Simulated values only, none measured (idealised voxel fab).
process module | voxel wiring stack
cross-section cut | 195 nm wide | cells 5 nm
A cross-section is a grid of square cells, given in bands from the top down. A band is one or more rows of cells.
Each band's line starts with the height of the band's top and of its bottom, in nm. Then come its materials from left to right, each with its width in nm. One material with "throughout" fills the band from edge to edge. "air" is empty space.
Height 0 is the level under which the wafer as received is all one material. The lowest band goes on downwards, as in "0 down".
A width such as "30 to 40" changes by the same amount from each row of cells to the next, from the band's top row to its bottom row.
"no change" after a step means that no cell of the cross-section changed.
closed voids: empty space of 8 cells or more with no open way to the top, each as width x height at its distance from the left edge, in nm
after a step's settings: what the simulator itself notes on the step
overlay nm, on a step with a mask: how far to the right of its planned place the mask lay; to the left if negative
plan
1 op RECEIVE | material Si
2 op CONFORMAL_DEP | material SiO2 | thk nm 10
3 op CONFORMAL_DEP | material SiCN | thk nm 5
4 op DIRECTIONAL_DEP | material lowk | thk nm 20
5 op MASKED_ETCH | tone open | mask id METAL_1 | width nm 25 | pitch nm 45 | etch materials lowk | depth nm 20 | overlay nm 0
6 op MASKED_ETCH | tone open | mask id METAL_1 | width nm 25 | pitch nm 45 | etch materials SiCN | depth nm 5 | overlay nm 0
7 op CONFORMAL_DEP | material TiN | thk nm 5
8 op FILL_DEP | material Ru | thk nm 5
9 op CMP | height nm 35
10 op CONFORMAL_DEP | material SiCN | thk nm 5
11 op DIRECTIONAL_DEP | material SiO2 | thk nm 35
12 op MASKED_ETCH | tone open | mask id METAL_2_HOLES | width nm 15 | pitch nm 45 | etch materials SiO2 | depth nm 35 | overlay nm 0
13 op DIRECTIONAL_DEP | material aC | thk nm 15
14 op PATTERN | tone open | mask id METAL_2 | material resist | width nm 25 | pitch nm 45 | thk nm 30 | overlay nm 0
15 op DIRECTIONAL_ETCH | etch materials aC | depth nm 15
16 op STRIP | etch materials resist
17 op DIRECTIONAL_ETCH | etch materials SiO2 | depth nm 20
18 op DIRECTIONAL_ETCH | etch materials SiCN | depth nm 5
19 op STRIP | etch materials aC
20 op CONFORMAL_DEP | material TiN | thk nm 5
21 op FILL_DEP | material Cu | thk nm 5
22 op CMP | height nm 75
23 op CONFORMAL_DEP | material SiCN | thk nm 5
24 op DIRECTIONAL_DEP | material SiO2 | thk nm 10
25 op DIRECTIONAL_DEP | material aC | thk nm 10
26 op PATTERN | tone open | mask id PLUG_2 | material resist | width nm 15 | pitch nm 90 | thk nm 25 | overlay nm 0
27 op DIRECTIONAL_ETCH | etch materials aC | depth nm 5
28 op STRIP | etch materials resist
29 op DIRECTIONAL_ETCH | etch materials SiO2 | depth nm 10
30 op DIRECTIONAL_ETCH | etch materials SiCN | depth nm 5
31 op STRIP | etch materials aC
32 op CONFORMAL_DEP | material TiN | thk nm 5
33 op FILL_DEP | material Cu | thk nm 5
34 op CMP | height nm 90
35 op DIRECTIONAL_DEP | material TiN | thk nm 5
36 op DIRECTIONAL_DEP | material W | thk nm 20
37 op MASKED_ETCH | tone cover | mask id METAL_3 | width nm 25 | pitch nm 45 | etch materials W | depth nm 20 | overlay nm 0
38 op MASKED_ETCH | tone cover | mask id METAL_3 | width nm 25 | pitch nm 45 | etch materials TiN | depth nm 5 | overlay nm 0
39 op CONFORMAL_DEP | material SiCN | thk nm 5
40 op FILL_DEP | material SiO2 | thk nm 10
41 op CMP | height nm 115
42 op CONFORMAL_DEP | material SiN | thk nm 5
varied across the wafers: depth nm of step 27. The plan shows the first wafer's value. All wafers start alike
first wafer as received, after step 1
  0 down: Si throughout
  closed voids: none
each wafer at the end: cells of each material gained (+) or lost (-) since it was received, then its closed voids
depth nm 5 | +39 Cu | +36 Ru | +141 SiCN | +39 SiN | +414 SiO2 | +111 TiN | +60 W | +96 lowk | closed voids: none
depth nm 10 | +43 Cu | +36 Ru | +135 SiCN | +39 SiN | +402 SiO2 | +125 TiN | +60 W | +96 lowk | closed voids: none
depth nm 15 | +43 Cu | +36 Ru | +135 SiCN | +39 SiN | +402 SiO2 | +125 TiN | +60 W | +96 lowk | closed voids: none
depth nm 20 | +43 Cu | +36 Ru | +135 SiCN | +39 SiN | +402 SiO2 | +125 TiN | +60 W | +96 lowk | closed voids: none
depth nm 25 | +43 Cu | +36 Ru | +135 SiCN | +39 SiN | +402 SiO2 | +125 TiN | +60 W | +96 lowk | closed voids: none
